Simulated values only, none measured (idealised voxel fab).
Presented below is a process module, voxel tone inversion.
The figure presents cross-section cut, which has a width of 165 nm and is divided into square cells with an edge length of 5 nm.
Heads up, the way a cross-section reads in here is a grid of square cells, handed over as bands from the top down, with every band being one or more rows of cells.
What a band's entry tells you: where the top is and where the bottom is, as heights in nm, and after that what lies inside, material by material from left to right, each with its width in nm. Empty space is written as the word "air", and a single material marked with the word "all across" occupies the band from edge to edge.
The level at which height equals 0 is the one under which the wafer, as it arrives, is entirely one material. No lower edge exists for the bottom band, which continues downward and is notated as in "0 -> down".
Top row gets the first number, bottom row gets the second, and each row in between changes by the same step: that is how a band width like "30 to 40" works.
You'll sometimes find "left unchanged" written for a step, and that's the way of saying that nowhere in the cross-section did a cell change during that step.
"Voids, sealed": sealed empty spaces, 8 cells or more, no open way to top, listed width x height at distance, with distance from the left edge and width, height and distance in nm.
Post-settings text on a step line: simulator's own remark regarding the step.
The line of a step may include "overlay nm". On a step with a mask, this value is how far to the right of its planned place the mask lay. A negative value means the mask lay to the left.

[Planned step list for the process]
1) RECEIVE [material Si]
2) CONFORMAL_DEP [material SiN] [thk nm 5]
3) DIRECTIONAL_DEP [material aC] [thk nm 20]
4) PATTERN [tone cover] [mask id POSTS] [material resist] [width nm 15] [pitch nm 30] [thk nm 30] [overlay nm 0]
5) DIRECTIONAL_ETCH [etch materials aC] [depth nm 20]
6) STRIP [etch materials resist]
7) FILL_DEP [material lowk] [thk nm 5]
8) CMP [height nm 25]
9) STRIP [etch materials aC]

[The first wafer of two, processed as planned]

[Delivered wafer in cross-section: state after step 1]
  0 -> down: Si all across
  Voids, sealed: none

[State of the wafer after step 2, shown in cross-section]
  5 -> 0: SiN all across
  All layers under 0 are left as they were.

[State of the wafer after step 3, shown in cross-section]
  25 -> 5: aC all across
  All layers under 5 are left as they were.

[State of the wafer after step 4, shown in cross-section]
  55 -> 25: 30 of air  15 of resist  15 of air  15 of resist  15 of air  15 of resist  15 of air  15 of resist  30 of air
  All layers under 25 are left as they were.

[State of the wafer after step 5, shown in cross-section]
  35 -> 25: 30 of air  15 of resist  15 of air  15 of resist  15 of air  15 of resist  15 of air  15 of resist  30 of air
  25 -> 5: 30 of air  15 of aC  15 of air  15 of aC  15 of air  15 of aC  15 of air  15 of aC  30 of air
  All layers under 5 are left as they were.

[State of the wafer after step 6, shown in cross-section]
  25 -> 5: 30 of air  15 of aC  15 of air  15 of aC  15 of air  15 of aC  15 of air  15 of aC  30 of air
  All layers under 5 are left as they were.

[State of the wafer after step 7, shown in cross-section]
  30 -> 25: lowk all across
  25 -> 5: 30 of lowk  15 of aC  15 of lowk  15 of aC  15 of lowk  15 of aC  15 of lowk  15 of aC  30 of lowk
  All layers under 5 are left as they were.

[State of the wafer after step 8, shown in cross-section]
  25 -> 5: 30 of lowk  15 of aC  15 of lowk  15 of aC  15 of lowk  15 of aC  15 of lowk  15 of aC  30 of lowk
  All layers under 5 are left as they were.

[State of the wafer after step 9, shown in cross-section]
  25 -> 5: 30 of lowk  15 of air  15 of lowk  15 of air  15 of lowk  15 of air  15 of lowk  15 of air  30 of lowk
  All layers under 5 are left as they were.

[Wafer two of the pair: same origin, same plan, one error during the run; identical to wafer one up to and including step 1]

when step 2 should have ended: left unchanged

[when step 3 should have ended]
  20 -> 0: aC all across
  All layers under 0 are left as they were.

[when step 4 should have ended]
  50 -> 20: 30 of air  15 of resist  15 of air  15 of resist  15 of air  15 of resist  15 of air  15 of resist  30 of air
  All layers under 20 are left as they were.

[when step 5 should have ended]
  30 -> 20: 30 of air  15 of resist  15 of air  15 of resist  15 of air  15 of resist  15 of air  15 of resist  30 of air
  20 -> 0: 30 of air  15 of aC  15 of air  15 of aC  15 of air  15 of aC  15 of air  15 of aC  30 of air
  All layers under 0 are left as they were.

[when step 6 should have ended]
  20 -> 0: 30 of air  15 of aC  15 of air  15 of aC  15 of air  15 of aC  15 of air  15 of aC  30 of air
  All layers under 0 are left as they were.

[when step 7 should have ended]
  25 -> 20: lowk all across
  20 -> 0: 30 of lowk  15 of aC  15 of lowk  15 of aC  15 of lowk  15 of aC  15 of lowk  15 of aC  30 of lowk
  All layers under 0 are left as they were.

when step 8 should have ended: left unchanged

when step 9 should have ended: left unchanged
Processing error: step 2 in the plan did not get run; it was skipped
Final difference in cells, second wafer against first, listed per material as more or fewer: 33 fewer of SiN, 48 more of aC, 33 more of lowk
